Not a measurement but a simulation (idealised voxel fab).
process module | voxel spacer lines
cross-section cut | 265 nm wide | cells 5 nm
A cross-section is a grid of square cells, given in bands from the top down. A band is one or more rows of cells.
Each band's line starts with the height of the band's top and of its bottom, in nm. Then come its materials from left to right, each with its width in nm. One material with "throughout" fills the band from edge to edge. "air" is empty space.
Height 0 is the level under which the wafer as received is all one material. The lowest band goes on downwards, as in "0 down".
A width such as "30 to 40" changes by the same amount from each row of cells to the next, from the band's top row to its bottom row.
"no change" after a step means that no cell of the cross-section changed.
closed voids: empty space of 8 cells or more with no open way to the top, each as width x height at its distance from the left edge, in nm
after a step's settings: what the simulator itself notes on the step
overlay nm, on a step with a mask: how far to the right of its planned place the mask lay; to the left if negative
plan
1 op RECEIVE | material Si
2 op CONFORMAL_DEP | material Al2O3 | thk nm 10
3 op DIRECTIONAL_DEP | material TiN | thk nm 10
4 op DIRECTIONAL_DEP | material aC | thk nm 25
5 op PATTERN | tone cover | mask id MANDREL | material resist | width nm 20 | pitch nm 70 | thk nm 35 | overlay nm -15
6 op DIRECTIONAL_ETCH | etch materials aC | depth nm 25
7 op STRIP | etch materials resist
8 op CONFORMAL_DEP | material SiO2 | thk nm 15
9 op DIRECTIONAL_ETCH | etch materials SiO2 | depth nm 15
10 op STRIP | etch materials aC
11 op DIRECTIONAL_ETCH | etch materials TiN | depth nm 10
12 op STRIP | etch materials SiO2
varied across the wafers: overlay nm of step 5. The plan shows the first wafer's value. All wafers start alike
first wafer as received, after step 1
  0 down: Si throughout
  closed voids: none
first wafer at the end, after step 12
  20 to 10: air 20 | TiN 15 | air 20 | TiN 15 | air 20 | TiN 15 | air 20 | TiN 15 | air 20 | TiN 15 | air 20 | TiN 15 | air 55
  10 to 0: Al2O3 throughout
  0 down: Si throughout
  closed voids: none
last wafer at the end
  20 to 10: air 50 | TiN 15 | air 20 | TiN 15 | air 20 | TiN 15 | air 20 | TiN 15 | air 20 | TiN 15 | air 20 | TiN 15 | air 25
  10 to 0: Al2O3 throughout
  0 down: Si throughout
  closed voids: none
each wafer at the end: cells of each material gained (+) or lost (-) since it was received, then its closed voids
overlay nm -15 | +106 Al2O3 | +36 TiN | closed voids: none
overlay nm -10 | +106 Al2O3 | +36 TiN | closed voids: none
overlay nm -5 | +106 Al2O3 | +36 TiN | closed voids: none
overlay nm 0 | +106 Al2O3 | +36 TiN | closed voids: none
overlay nm 5 | +106 Al2O3 | +36 TiN | closed voids: none
overlay nm 10 | +106 Al2O3 | +36 TiN | closed voids: none
overlay nm 15 | +106 Al2O3 | +36 TiN | closed voids: none
